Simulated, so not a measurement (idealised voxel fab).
Process module heading - voxel plated lines
Square cells of 5 nm make up the cross-section cut, whose width is 295 nm.
A cross-section is a grid of square cells, given in bands from the top down. A band is one or more rows of cells. Read a band's entry like this: the first values are the height of its top and the height of its bottom in nm, and what follows is the sequence of materials from left to right, each with its width in nm. Note that "air" is empty space, and that a single material marked "edge to edge" reaches across the band from edge to edge. Where do heights start? At 0: under that level the wafer as delivered is made of one material only. And the lowest band has no floor; it just carries on downward, as in "top 0, no bottom". Top row gets the first number, bottom row gets the second, and each row in between changes by the same step: that is how a band width like "30->40" works. Basically "no change occurred" means that step didn't change any cell in the cross-section. Entry "Enclosed cavity list" = empty spaces >= 8 cells with no open way to the top; each as width x height at distance, distance from left edge, all nm. It should be noted that, on the line of a given step, the content following the step's settings is a remark produced by the simulator itself with respect to that step. A step line may carry the setting "overlay nm", which, for steps involving a mask, states the distance by which the mask lay to the right of its intended position; negative values denote displacement to the left.

The process steps that were planned are listed below
1,op RECEIVE | material Si
2,op CONFORMAL_DEP | material SiN | thk nm 5
3,op DIRECTIONAL_DEP | material TiN | thk nm 5
4,op PATTERN | tone open | mask id LINES | material resist | width nm 25 | pitch nm 40 | thk nm 40 | overlay nm 0
5,op EPI | material Ru | thk nm 10
6,op EPI | material Ru | thk nm 5
7,op EPI | material Ru | thk nm 5
8,op STRIP | etch materials resist
9,op DIRECTIONAL_ETCH | etch materials TiN | depth nm 5
10,op CONFORMAL_DEP | material SiN | thk nm 10

as received, after step 1
> top 0, no bottom = Si edge to edge
> Enclosed cavity list: none

Figure: cross-sectional view of the wafer upon completion of the module, processed from the initial state and according to the plan depicted above, with one error introduced during execution
> top 50, bottom 40 = 85 nm air / 125 nm SiN / 85 nm air
> top 40, bottom 15 = 85 nm air / 10 nm SiN / 25 nm Ru / 15 nm SiN / 25 nm Ru / 15 nm SiN / 25 nm Ru / 10 nm SiN / 85 nm air
> top 15, bottom 10 = 95 nm SiN / 25 nm Ru / 15 nm SiN / 25 nm Ru / 15 nm SiN / 25 nm Ru / 95 nm SiN
> top 10, bottom 5 = 95 nm SiN / 25 nm TiN / 15 nm SiN / 25 nm TiN / 15 nm SiN / 25 nm TiN / 95 nm SiN
> top 5, bottom 0 = SiN edge to edge
> top 0, no bottom = Si edge to edge
> Enclosed cavity list: none
Deviation from plan: plan step 5 was twice executed
